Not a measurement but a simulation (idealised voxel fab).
process module | voxel ribs on slabs
cross-section cut | 270 nm wide | cells 5 nm
A cross-section is a grid of square cells, given in bands from the top down. A band is one or more rows of cells.
Each band's line starts with the height of the band's top and of its bottom, in nm. Then come its materials from left to right, each with its width in nm. One material with "throughout" fills the band from edge to edge. "air" is empty space.
Height 0 is the level under which the wafer as received is all one material. The lowest band goes on downwards, as in "0 down".
A width such as "30 to 40" changes by the same amount from each row of cells to the next, from the band's top row to its bottom row.
"no change" after a step means that no cell of the cross-section changed.
closed voids: empty space of 8 cells or more with no open way to the top, each as width x height at its distance from the left edge, in nm
after a step's settings: what the simulator itself notes on the step
overlay nm, on a step with a mask: how far to the right of its planned place the mask lay; to the left if negative
plan
1 op RECEIVE | material Si
2 op DIRECTIONAL_DEP | material SiO2 | thk nm 30
3 op DIRECTIONAL_DEP | material SiN | thk nm 20
4 op PATTERN | tone cover | mask id RIB | material resist | width nm 25 | thk nm 20 | overlay nm 0
5 op DIRECTIONAL_ETCH | etch materials SiN | depth nm 15
6 op STRIP | etch materials resist
7 op PATTERN | tone cover | mask id SLAB | material resist | width nm 55 | thk nm 20 | overlay nm 0
8 op DIRECTIONAL_ETCH | etch materials SiN | depth nm 5
9 op STRIP | etch materials resist
10 op FILL_DEP | material SiO2 | thk nm 15
11 op CMP | height nm 60
12 op DIRECTIONAL_DEP | material W | thk nm 10
13 op MASKED_ETCH | tone cover | mask id HEATER | width nm 35 | etch materials W | depth nm 10 | overlay nm 0
14 op CONFORMAL_DEP | material SiN | thk nm 5
as received, after step 1
  0 down: Si throughout
  closed voids: none
a wafer at the end: this start, this plan, one mistake
  75 to 70: air 110 | SiN 45 | air 115
  70 to 65: air 110 | SiN 5 | W 35 | SiN 5 | air 115
  65 to 60: SiN 115 | W 35 | SiN 120
  60 to 45: SiO2 120 | SiN 25 | SiO2 125
  45 to 40: SiO2 105 | SiN 55 | SiO2 110
  40 to 30: SiN throughout
  30 to 0: SiO2 throughout
  0 down: Si throughout
  closed voids: none
what went wrong: step 3 ran as: op DIRECTIONAL_DEP | material SiN | thk nm 30
